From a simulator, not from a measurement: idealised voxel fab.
Process module under the name voxel local oxidation
This is section cut - it's 295 nm across, gridded in 5 nm square cells.
The cross-sections in this document take the form of a grid made of square cells. They are written out as bands, in order from top to bottom. Each band consists of one or more rows of cells.
Each band's line starts with the height of the band's top and of its bottom, in nm. Then come its materials from left to right, each with its width in nm. One material with "everywhere" fills the band from edge to edge. "empty" is empty space.
Ref level 0: as-received wafer is one material below here. Bottom band extends down with no lower bound ("0 down").
Width spec "30 to 40" -> top row of cells at first value, bottom row at second value, equal per-row change in between.
Where a step carries "no modifications", the cross-section came out of it unchanged, cell for cell.
Enclosed void list: empty space of 8 cells or more with no open way to the top, each as width x height at its distance from the left edge, in nm
On a step's line, text after the settings is the simulator commenting on that step.
Among the settings permitted on a step's line is "overlay nm"; applied to a step with a mask, it specifies the extent to which the mask lay to the right of its planned position, whereas a negative figure signifies a position to the left.
Set out below are the planned steps of the process
1) RECEIVE | material Si
2) CONFORMAL_DEP | material SiO2 | thk nm 5
3) CONFORMAL_DEP | material SiN | thk nm 10
4) DIRECTIONAL_DEP | material aC | thk nm 15
5) PATTERN | tone cover | mask id ACTIVE | material resist | width nm 100 | pitch nm 130 | thk nm 35 | overlay nm 0
6) DIRECTIONAL_ETCH | etch materials aC | depth nm 5
7) STRIP | etch materials resist
8) DIRECTIONAL_ETCH | etch materials SiN | depth nm 10
9) STRIP | etch materials aC
10) SELECTIVE_ETCH | etch materials SiO2 | depth nm 5
11) OXIDIZE | depth nm 10
12) STRIP | etch materials SiN
Same starting wafers, different depth nm at step 6. Plan value belongs to the first wafer.
Cross-sectional view of the first of several wafers in the as-received condition, corresponding to the state following step 1
* 0 down: Si everywhere
* Enclosed void list: none
Last step of the module is step 12; after it, the first of several wafers in cross-section
* 5 to 0: SiO2 everywhere
* 0 down: Si everywhere
* Enclosed void list: none
Last-wafer cross-section at the end of the module
* 5 to 0: empty=35 / SiO2=90 / empty=40 / SiO2=90 / empty=40
* 0 to -10: SiO2=45 / Si=70 / SiO2=60 / Si=70 / SiO2=50
* -10 down: Si everywhere
* Enclosed void list: none
Wafer rows, end of module: cells per material gained (+) or lost (-) since receipt; closed voids last
depth nm 5; +59 SiO2; Enclosed void list: none
depth nm 10; +59 SiO2; Enclosed void list: none
depth nm 15; -62 Si; +98 SiO2; Enclosed void list: none
depth nm 20; -62 Si; +98 SiO2; Enclosed void list: none
depth nm 25; -62 Si; +98 SiO2; Enclosed void list: none
depth nm 30; -62 Si; +98 SiO2; Enclosed void list: none
